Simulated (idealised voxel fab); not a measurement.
process module | voxel trench capacitor
cross-section cut | 270 nm wide | cells 5 nm
A cross-section is a grid of square cells, given in bands from the top down. A band is one or more rows of cells.
Each band's line starts with the height of the band's top and of its bottom, in nm. Then come its materials from left to right, each with its width in nm. One material with "throughout" fills the band from edge to edge. "air" is empty space.
Height 0 is the level under which the wafer as received is all one material. The lowest band goes on downwards, as in "0 down".
A width such as "30 to 40" changes by the same amount from each row of cells to the next, from the band's top row to its bottom row.
"no change" after a step means that no cell of the cross-section changed.
closed voids: empty space of 8 cells or more with no open way to the top, each as width x height at its distance from the left edge, in nm
after a step's settings: what the simulator itself notes on the step
overlay nm, on a step with a mask: how far to the right of its planned place the mask lay; to the left if negative
plan
1 op RECEIVE | material Si
2 op CONFORMAL_DEP | material SiN | thk nm 5
3 op DIRECTIONAL_DEP | material aC | thk nm 15
4 op PATTERN | tone open | mask id TRENCH | material resist | width nm 25 | pitch nm 45 | thk nm 35 | overlay nm 0
5 op DIRECTIONAL_ETCH | etch materials aC | depth nm 15
6 op STRIP | etch materials resist
7 op DIRECTIONAL_ETCH | etch materials SiN | depth nm 5
8 op DIRECTIONAL_ETCH | etch materials Si | depth nm 25
9 op STRIP | etch materials aC
10 op CONFORMAL_DEP | material Al2O3 | thk nm 5
11 op FILL_DEP | material polySi | thk nm 5
12 op CMP | height nm 5
as received, after step 1
  0 down: Si throughout
  closed voids: none
first wafer at the end, as planned
  5 to 0: SiN 100 | Al2O3 5 | polySi 15 | Al2O3 5 | SiN 20 | Al2O3 5 | polySi 15 | Al2O3 5 | SiN 100
  0 to -20: Si 100 | Al2O3 5 | polySi 15 | Al2O3 5 | Si 20 | Al2O3 5 | polySi 15 | Al2O3 5 | Si 100
  -20 to -25: Si 100 | Al2O3 25 | Si 20 | Al2O3 25 | Si 100
  -25 down: Si throughout
  closed voids: none
second wafer at the end: like start, like plan, one mistake
  5 to 0: SiN 100 | Al2O3 5 | SiN 15 | Al2O3 5 | SiN 20 | Al2O3 5 | SiN 15 | Al2O3 5 | SiN 100
  0 to -20: Si 100 | Al2O3 5 | SiN 15 | Al2O3 5 | Si 20 | Al2O3 5 | SiN 15 | Al2O3 5 | Si 100
  -20 to -25: Si 100 | Al2O3 25 | Si 20 | Al2O3 25 | Si 100
  -25 down: Si throughout
  closed voids: none
what went wrong: step 11 ran as: op FILL_DEP | material SiN | thk nm 5
at the end the second wafer has, in cells: 30 more of SiN | 30 fewer of polySi
